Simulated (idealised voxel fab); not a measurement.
This is a process module. Its name is voxel self aligned contacts.
The cross-section on display is named cut; it measures 220 nm wide, and its cells are 5 nm squares.
Each cross-section below is a grid of square cells, stated as bands in top-down order, with one or more rows of cells making up each band. For a band, the entry starts with two heights in nm, that of the top and then that of the bottom, and carries on with the band's materials in order from left to right, each alongside its width in nm; the word "edge to edge" beside a single material means it fills the band edge to edge, and "empty" means empty space. Height is counted from the level 0, under which the received wafer is composed throughout of one material. The lowest of the bands is not closed at the bottom but continues downward, in the notation "0 -> down". Top row gets the first number, bottom row gets the second, and each row in between changes by the same step: that is how a band width like "30 to 40" works. It should be understood that the words "no change", when stated for a given step, signify that the cross-section underwent no change in any of its cells during that step. Empty spaces counting at least 8 cells and having no open way to the top are listed in "Closed void register". The notation width x height at distance is used for each, the distance being from the left edge and all three values in nm. That trailing text on a step's line, after the settings, is the simulator's own remark on the step. The setting "overlay nm" may be written on the line of a step. When the step uses a mask, the value reports how far to the right of the planned place the mask lay, and a negative value reports that it lay to the left.

-- The process steps that were planned are listed below
1) RECEIVE (material Si)
2) CONFORMAL_DEP (material SiO2; thk nm 5)
3) DIRECTIONAL_DEP (material polySi; thk nm 25)
4) DIRECTIONAL_DEP (material SiN; thk nm 25)
5) DIRECTIONAL_DEP (material aC; thk nm 15)
6) PATTERN (tone cover; mask id GATE; material resist; width nm 25; pitch nm 70; thk nm 30; overlay nm -15)
7) DIRECTIONAL_ETCH (etch materials aC; depth nm 15)
8) STRIP (etch materials resist)
9) DIRECTIONAL_ETCH (etch materials SiN; depth nm 25)
10) DIRECTIONAL_ETCH (etch materials polySi; depth nm 25)
11) STRIP (etch materials aC)
12) CONFORMAL_DEP (material SiN; thk nm 10)
13) DIRECTIONAL_ETCH (etch materials SiN; depth nm 10)
14) FILL_DEP (material SiO2; thk nm 20)
15) CMP (height nm 65)
16) PATTERN (tone open; mask id CONTACT; material resist; width nm 55; thk nm 20; overlay nm 0)
17) DIRECTIONAL_ETCH (etch materials SiO2; depth nm 65)
18) STRIP (etch materials resist)
19) CONFORMAL_DEP (material TiN; thk nm 5)
20) FILL_DEP (material W; thk nm 10)
21) CMP (height nm 65)
22) CONFORMAL_DEP (material SiN; thk nm 5)
Wafers differ in overlay nm at step 6; plan lists the first wafer's value; identical starting state.

-- Cross-section of the first of several received wafers, showing its state after step 1
* 0 -> down | Si edge to edge
* Closed void register: none

-- The figure below presents a cross-section of the first of several wafers at the conclusion of the module, following its last step, step 22
* 70 -> 65 | SiN edge to edge
* 65 -> 55 | SiO2 80, then TiN 5, then W 45 to 15, then TiN 5 to 35, then SiO2 85
* 55 -> 30 | SiO2 35, then SiN 45, then TiN 5, then W 15, then TiN 5, then SiN 45, then SiO2 70
* 30 -> 5 | SiO2 35, then SiN 10, then polySi 25, then SiN 10, then TiN 5, then W 15, then TiN 5, then SiN 10, then polySi 25, then SiN 10, then SiO2 70
* 5 -> 0 | SiO2 80, then TiN 25, then SiO2 115
* 0 -> down | Si edge to edge
* Closed void register: none

-- A cross-section through the last wafer at the close of the module
* 70 -> 65 | SiN edge to edge
* 65 -> 55 | SiO2 80, then TiN 5 to 35, then W 45 to 15, then TiN 5, then SiO2 85
* 55 -> 30 | SiO2 65, then SiN 45, then TiN 5, then W 15, then TiN 5, then SiN 45, then SiO2 40
* 30 -> 5 | SiO2 65, then SiN 10, then polySi 25, then SiN 10, then TiN 5, then W 15, then TiN 5, then SiN 10, then polySi 25, then SiN 10, then SiO2 40
* 5 -> 0 | SiO2 110, then TiN 25, then SiO2 85
* 0 -> down | Si edge to edge
* Closed void register: none

-- each wafer at the end: cells of each material gained (+) or lost (-) since it was received, then its closed voids
overlay nm -15; +174 SiN; +315 SiO2; +35 TiN; +42 W; +50 polySi; Closed void register: none
overlay nm -10; +174 SiN; +315 SiO2; +35 TiN; +42 W; +50 polySi; Closed void register: none
overlay nm -5; +174 SiN; +315 SiO2; +35 TiN; +42 W; +50 polySi; Closed void register: none
overlay nm 0; +174 SiN; +315 SiO2; +35 TiN; +42 W; +50 polySi; Closed void register: none
overlay nm 5; +174 SiN; +315 SiO2; +35 TiN; +42 W; +50 polySi; Closed void register: none
overlay nm 10; +174 SiN; +315 SiO2; +35 TiN; +42 W; +50 polySi; Closed void register: none
overlay nm 15; +174 SiN; +315 SiO2; +35 TiN; +42 W; +50 polySi; Closed void register: none
